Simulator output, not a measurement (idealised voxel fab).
process module | voxel self aligned contacts
cross-section cut | 170 nm wide | cells 5 nm
A cross-section is a grid of square cells, given in bands from the top down. A band is one or more rows of cells.
Each band's line starts with the height of the band's top and of its bottom, in nm. Then come its materials from left to right, each with its width in nm. One material with "throughout" fills the band from edge to edge. "air" is empty space.
Height 0 is the level under which the wafer as received is all one material. The lowest band goes on downwards, as in "0 down".
A width such as "30 to 40" changes by the same amount from each row of cells to the next, from the band's top row to its bottom row.
"no change" after a step means that no cell of the cross-section changed.
closed voids: empty space of 8 cells or more with no open way to the top, each as width x height at its distance from the left edge, in nm
after a step's settings: what the simulator itself notes on the step
overlay nm, on a step with a mask: how far to the right of its planned place the mask lay; to the left if negative
plan
1 op RECEIVE | material Si
2 op CONFORMAL_DEP | material SiO2 | thk nm 5
3 op DIRECTIONAL_DEP | material polySi | thk nm 30
4 op DIRECTIONAL_DEP | material SiN | thk nm 20
5 op DIRECTIONAL_DEP | material aC | thk nm 10
6 op PATTERN | tone cover | mask id GATE | material resist | width nm 30 | pitch nm 60 | thk nm 25 | overlay nm 0
7 op DIRECTIONAL_ETCH | etch materials aC | depth nm 10
8 op STRIP | etch materials resist
9 op DIRECTIONAL_ETCH | etch materials SiN | depth nm 20
10 op DIRECTIONAL_ETCH | etch materials polySi | depth nm 30
11 op STRIP | etch materials aC
12 op CONFORMAL_DEP | material SiN | thk nm 5
13 op DIRECTIONAL_ETCH | etch materials SiN | depth nm 5
14 op FILL_DEP | material SiO2 | thk nm 10
15 op CMP | height nm 60
16 op PATTERN | tone open | mask id CONTACT | material resist | width nm 40 | thk nm 15 | overlay nm 0
17 op DIRECTIONAL_ETCH | etch materials SiO2 | depth nm 60
18 op STRIP | etch materials resist
19 op CONFORMAL_DEP | material TiN | thk nm 5
20 op FILL_DEP | material W | thk nm 5
21 op CMP | height nm 60
22 op CONFORMAL_DEP | material SiN | thk nm 5
as received, after step 1
  0 down: Si throughout
  closed voids: none
first wafer at the end, as planned
  65 to 60: SiN throughout
  60 to 55: SiO2 65 | TiN 15 | W 10 | TiN 15 | SiO2 65
  55 to 35: SiO2 35 | SiN 40 | TiN 5 | W 10 | TiN 5 | SiN 40 | SiO2 35
  35 to 5: SiO2 35 | SiN 5 | polySi 30 | SiN 5 | TiN 5 | W 10 | TiN 5 | SiN 5 | polySi 30 | SiN 5 | SiO2 35
  5 to 0: SiO2 75 | TiN 20 | SiO2 75
  0 down: Si throughout
  closed voids: none
second wafer at the end: like start, like plan, one mistake
  65 to 60: SiN throughout
  60 to 55: SiO2 70 | TiN 10 | W 10 | TiN 20 | SiO2 60
  55 to 35: SiO2 35 | SiN 40 | TiN 5 | W 10 | TiN 5 | SiN 40 | SiO2 35
  35 to 5: SiO2 35 | SiN 5 | polySi 30 | SiN 5 | TiN 5 | W 10 | TiN 5 | SiN 5 | polySi 30 | SiN 5 | SiO2 35
  5 to 0: SiO2 75 | TiN 20 | SiO2 75
  0 down: Si throughout
  closed voids: none
what went wrong: step 16 ran as: op PATTERN | tone open | mask id CONTACT | material resist | width nm 40 | thk nm 15 | overlay nm 5
at the end the second wafer has, in cells: as many of each material as the first, in other places
